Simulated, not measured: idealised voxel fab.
Module name: voxel released beams (process module)
Xsec cut, 160 nm wide, square cell size 5 nm.
In what follows, cross-sections appear as grids of square cells, described through bands that run from the top down, where every band is one or more rows of cells.
Band entry format. Leading values: height of top, height of bottom, nm. Remainder: materials in left-to-right order, each with its width in nm. Special words: "full width" on a single material, which then fills the band edge to edge; "empty", empty space.
Heads up on the height convention: 0 is the point under which the incoming wafer is all one material, and the lowest band has no bottom, it just keeps going down, like "0 down".
Read "30..40" as a graded width: first number on top, second number at the bottom, same change between each pair of neighbouring rows.
Basically "no alteration" means that step didn't change any cell in the cross-section.
Entry "Sealed cavities" = empty spaces >= 8 cells with no open way to the top; each as width x height at distance, distance from left edge, all nm.
Text after the settings on a step's line: the simulator's own remark on that step.
overlay nm: how far to the right of its planned place the mask lay on this masked step (negative: to the left).
### Process steps foreseen in the plan
1. RECEIVE | material Si
2. CONFORMAL_DEP | material Al2O3 | thk nm 10
3. DIRECTIONAL_DEP | material SiO2 | thk nm 10
4. PATTERN | tone open | mask id ANCHOR | material resist | width nm 30 | thk nm 15 | overlay nm 0
5. DIRECTIONAL_ETCH | etch materials SiO2 | depth nm 10
6. STRIP | etch materials resist
7. CONFORMAL_DEP | material SiN | thk nm 10
8. DIRECTIONAL_DEP | material aC | thk nm 15
9. PATTERN | tone cover | mask id BEAM | material resist | width nm 95 | thk nm 30 | overlay nm 0
10. DIRECTIONAL_ETCH | etch materials aC | depth nm 15
11. STRIP | etch materials resist
12. DIRECTIONAL_ETCH | etch materials SiN | depth nm 10
13. STRIP | etch materials aC
14. STRIP | etch materials SiO2
### The first wafer of two, processed as planned
### Cross-section, incoming material, after step 1
* 0 down  Si full width
* Sealed cavities: none
### after step 2
* 10 to 0  Al2O3 full width
* All layers under 0 are left as they were.
### after step 3
* 20 to 10  SiO2 full width
* All layers under 10 are left as they were.
### after step 4
* 35 to 20  resist: 35 / empty: 30 / resist: 95
* All layers under 20 are left as they were.
### after step 5
* 35 to 20  resist: 35 / empty: 30 / resist: 95
* 20 to 10  SiO2: 35 / empty: 30 / SiO2: 95
* All layers under 10 are left as they were.
### after step 6
* 20 to 10  SiO2: 35 / empty: 30 / SiO2: 95
* All layers under 10 are left as they were.
### after step 7
* 30 to 20  SiN: 45 / empty: 10 / SiN: 105
* 20 to 10  SiO2: 35 / SiN: 30 / SiO2: 95
* All layers under 10 are left as they were.
### after step 8
* 45 to 35  aC: 45 / empty: 10 / aC: 105
* 35 to 30  aC full width
* 30 to 20  SiN: 45 / aC: 10 / SiN: 105
* All layers under 20 are left as they were.
### after step 9
* 75 to 45  empty: 30 / resist: 95 / empty: 35
* 45 to 35  aC: 45 / resist: 10 / aC: 105
* All layers under 35 are left as they were.
### after step 10
* 60 to 45  empty: 30 / resist: 95 / empty: 35
* 45 to 35  empty: 30 / aC: 15 / resist: 10 / aC: 70 / empty: 35
* 35 to 30  empty: 30 / aC: 95 / empty: 35
* All layers under 30 are left as they were.
### after step 11
* 45 to 35  empty: 30 / aC: 15 / empty: 10 / aC: 70 / empty: 35
* All layers under 35 are left as they were.
### after step 12
* 45 to 35  empty: 30 / aC: 15 / empty: 10 / aC: 70 / empty: 35
* 35 to 30  empty: 30 / aC: 95 / empty: 35
* 30 to 20  empty: 30 / SiN: 15 / aC: 10 / SiN: 70 / empty: 35
* All layers under 20 are left as they were.
### after step 13
* 30 to 20  empty: 30 / SiN: 15 / empty: 10 / SiN: 70 / empty: 35
* All layers under 20 are left as they were.
### after step 14
* 30 to 20  empty: 30 / SiN: 15 / empty: 10 / SiN: 70 / empty: 35
* 20 to 10  empty: 35 / SiN: 30 / empty: 95
* All layers under 10 are left as they were.
### The remaining wafer, second of the two, started like the first and was run to the same plan, except that one mistake was made along the way; the two coincide through step 3, inclusive
### Second wafer: cross-section at the scheduled end of step 4
* 35 to 20  empty: 35 / resist: 30 / empty: 95
* All layers under 20 are left as they were.
### Second wafer: cross-section at the scheduled end of step 5
* 35 to 20  empty: 35 / resist: 30 / empty: 95
* 20 to 10  empty: 35 / SiO2: 30 / empty: 95
* All layers under 10 are left as they were.
### Second wafer: cross-section at the scheduled end of step 6
* 20 to 10  empty: 35 / SiO2: 30 / empty: 95
* All layers under 10 are left as they were.
### Second wafer: cross-section at the scheduled end of step 7
* 30 to 20  empty: 25 / SiN: 50 / empty: 85
* 20 to 10  SiN: 35 / SiO2: 30 / SiN: 95
* All layers under 10 are left as they were.
### Second wafer: cross-section at the scheduled end of step 8
* 45 to 35  empty: 25 / aC: 50 / empty: 85
* 35 to 30  aC full width
* 30 to 20  aC: 25 / SiN: 50 / aC: 85
* All layers under 20 are left as they were.
### Second wafer: cross-section at the scheduled end of step 9
* 75 to 45  empty: 30 / resist: 95 / empty: 35
* 45 to 35  empty: 25 / aC: 50 / resist: 50 / empty: 35
* All layers under 35 are left as they were.
### Second wafer: cross-section at the scheduled end of step 10
* 60 to 45  empty: 30 / resist: 95 / empty: 35
* 45 to 35  empty: 30 / aC: 45 / resist: 50 / empty: 35
* 35 to 30  empty: 30 / aC: 95 / empty: 35
* 30 to 20  empty: 25 / SiN: 50 / aC: 50 / empty: 35
* All layers under 20 are left as they were.
### Second wafer: cross-section at the scheduled end of step 11
* 45 to 35  empty: 30 / aC: 45 / empty: 85
* All layers under 35 are left as they were.
### Second wafer: cross-section at the scheduled end of step 12
* 45 to 35  empty: 30 / aC: 45 / empty: 85
* 35 to 30  empty: 30 / aC: 95 / empty: 35
* 30 to 20  empty: 30 / SiN: 45 / aC: 50 / empty: 35
* 20 to 10  empty: 25 / SiN: 10 / SiO2: 30 / SiN: 60 / empty: 35
* All layers under 10 are left as they were.
### Second wafer: cross-section at the scheduled end of step 13
* 30 to 20  empty: 30 / SiN: 45 / empty: 85
* All layers under 20 are left as they were.
Second wafer: cross-section at the scheduled end of step 14: no alteration
Heads up, the wafer didn't run the way we planned it: step 4 off recipe, ran as PATTERN | tone cover | mask id ANCHOR | material resist | width nm 30 | thk nm 15 | overlay nm 0
Materials where the second wafer ends with more or fewer cells than the first: SiO2: 12 more
